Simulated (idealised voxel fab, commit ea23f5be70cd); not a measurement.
The process module that follows is named voxel capacitor over wiring.
Shown is cross-section cut, with a width of 225 nm and square cells of size 5 nm.
For the purposes of this document, a cross-section shall be understood as a grid of square cells, specified as bands listed in top-to-bottom order, each band consisting of one or more rows of cells.
It is stipulated that each band's entry specify, in nanometres, the height of the top of the band and then that of its bottom, followed by the materials of the band in left-to-right sequence, each together with its width in nanometres. A single material marked by the word "all across" is understood to fill the band from edge to edge; the word "air" is understood to denote empty space.
Heights are expressed relative to 0, this being the level below which the as-received wafer comprises one material exclusively. The lowest band is unbounded in the downward direction and is denoted as in "0 and below".
When a width is written as two numbers, as in "30->40", the first number is the width in the top row of cells of the band and the second is the width in its bottom row, and the width changes by the same amount from each row to the next.
"no alteration" -> step changed no cross-section cell.
Heads up: "Enclosed internal voids" only lists the empty pockets with no open path to the top that are 8 cells or more, and it writes them as width x height at distance, distance from the left edge, in nm.
Formally, on a step line, whatever follows the settings is a remark that the simulator itself makes on the step.
"overlay nm" answers the question of how far to the right of plan the mask lay on a step that has a mask, and when it is negative the answer is to the left.
The process steps that were planned are listed below:
1,RECEIVE (material Si)
2,CONFORMAL_DEP (material SiO2; thk nm 15)
3,DIRECTIONAL_DEP (material TiN; thk nm 5)
4,DIRECTIONAL_DEP (material W; thk nm 15)
5,DIRECTIONAL_DEP (material aC; thk nm 10)
6,PATTERN (tone cover; mask id METAL_1; material resist; width nm 30; pitch nm 95; thk nm 30; overlay nm 0)
7,DIRECTIONAL_ETCH (etch materials aC; depth nm 10)
8,STRIP (etch materials resist)
9,DIRECTIONAL_ETCH (etch materials W; depth nm 15)
10,DIRECTIONAL_ETCH (etch materials TiN; depth nm 5)
11,STRIP (etch materials aC)
12,CONFORMAL_DEP (material SiN; thk nm 5)
13,FILL_DEP (material lowk; thk nm 10)
14,CMP (height nm 35)
15,CONFORMAL_DEP (material SiCN; thk nm 5)
16,DIRECTIONAL_DEP (material SiO2; thk nm 20)
17,PATTERN (tone open; mask id PLUG_1; material resist; width nm 15; thk nm 20; overlay nm 0)
18,DIRECTIONAL_ETCH (etch materials SiO2; depth nm 20)
19,DIRECTIONAL_ETCH (etch materials SiCN; depth nm 5)
20,STRIP (etch materials resist)
21,EPI (material Ru; thk nm 10)
22,EPI (material Ru; thk nm 10)
23,EPI (material Ru; thk nm 5)
24,DIRECTIONAL_DEP (material TiN; thk nm 5)
25,DIRECTIONAL_DEP (material Al2O3; thk nm 5)
26,DIRECTIONAL_DEP (material TiN; thk nm 10)
27,PATTERN (tone cover; mask id UPPER_PLATE; material resist; width nm 70; thk nm 20; overlay nm 0)
28,DIRECTIONAL_ETCH (etch materials TiN; depth nm 10)
29,DIRECTIONAL_ETCH (etch materials Al2O3; depth nm 5)
30,STRIP (etch materials resist)
31,PATTERN (tone cover; mask id LOWER_PLATE; material resist; width nm 80; thk nm 15; overlay nm 0)
32,DIRECTIONAL_ETCH (etch materials TiN; depth nm 5)
33,STRIP (etch materials resist)
34,FILL_DEP (material SiO2; thk nm 20)
35,CMP (height nm 95)
36,MASKED_ETCH (tone open; mask id PLUG_2; width nm 15; etch materials SiO2; depth nm 15; overlay nm 0)
37,CONFORMAL_DEP (material TiN; thk nm 5)
38,FILL_DEP (material W; thk nm 10)
39,CMP (height nm 95)
40,CONFORMAL_DEP (material SiCN; thk nm 5)
Step 1 complete: cross-section of the wafer as received:
	0 and below  Si all across
	Enclosed internal voids: none
The plan above was carried out on the starting structure above with one mistake, and this cross-section shows the wafer at the end of the module:
	100 down to 95  SiCN all across
	95 down to 85  SiO2=75 | TiN=5 | W=5 | TiN=5 | SiO2=135
	85 down to 80  SiO2=75 | TiN=15 | SiO2=135
	80 down to 70  SiO2=80 | TiN=55 | SiO2=90
	70 down to 65  SiO2=65 | TiN=15 | Al2O3=55 | SiO2=90
	65 down to 60  SiO2=60 | TiN=80 | SiO2=85
	60 down to 55  SiO2=65 | Al2O3=15 | SiO2=145
	55 down to 50  SiO2=65 | TiN=15 | SiO2=145
	50 down to 40  SiO2=65 | Ru=15 | SiO2=145
	40 down to 35  SiCN=65 | Ru=15 | SiCN=145
	35 down to 20  lowk=45 | SiN=5 | W=30 | SiN=5 | lowk=55 | SiN=5 | W=30 | SiN=5 | lowk=45
	20 down to 15  SiN=50 | TiN=30 | SiN=65 | TiN=30 | SiN=50
	15 down to 0  SiO2 all across
	0 and below  Si all across
	Enclosed internal voids: none
What was done differently from what was planned? with steps 21 and 22 being identical, the one that was left out cannot be pinpointed
